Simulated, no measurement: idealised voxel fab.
process module | voxel spacer lines
cross-section cut | 195 nm wide | cells 5 nm
A cross-section is a grid of square cells, given in bands from the top down. A band is one or more rows of cells.
Each band's line starts with the height of the band's top and of its bottom, in nm. Then come its materials from left to right, each with its width in nm. One material with "throughout" fills the band from edge to edge. "air" is empty space.
Height 0 is the level under which the wafer as received is all one material. The lowest band goes on downwards, as in "0 down".
A width such as "30 to 40" changes by the same amount from each row of cells to the next, from the band's top row to its bottom row.
"no change" after a step means that no cell of the cross-section changed.
closed voids: empty space of 8 cells or more with no open way to the top, each as width x height at its distance from the left edge, in nm
after a step's settings: what the simulator itself notes on the step
overlay nm, on a step with a mask: how far to the right of its planned place the mask lay; to the left if negative
plan
1 op RECEIVE | material Si
2 op CONFORMAL_DEP | material SiO2 | thk nm 10
3 op DIRECTIONAL_DEP | material polySi | thk nm 10
4 op DIRECTIONAL_DEP | material aC | thk nm 30
5 op PATTERN | tone cover | mask id MANDREL | material resist | width nm 25 | pitch nm 70 | thk nm 35 | overlay nm 0
6 op DIRECTIONAL_ETCH | etch materials aC | depth nm 30
7 op STRIP | etch materials resist
8 op CONFORMAL_DEP | material SiN | thk nm 10
9 op DIRECTIONAL_ETCH | etch materials SiN | depth nm 10
10 op STRIP | etch materials aC
11 op DIRECTIONAL_ETCH | etch materials polySi | depth nm 10
12 op STRIP | etch materials SiN
as received, after step 1
  0 down: Si throughout
  closed voids: none
a wafer at the end: this start, this plan, one mistake
  50 to 20: air 5 | polySi 10 | aC 25 | polySi 10 | air 25 | polySi 10 | aC 25 | polySi 10 | air 25 | polySi 10 | aC 25 | polySi 10 | air 5
  20 to 10: polySi throughout
  10 to 0: SiO2 throughout
  0 down: Si throughout
  closed voids: none
what went wrong: step 8 ran as: op CONFORMAL_DEP | material polySi | thk nm 10
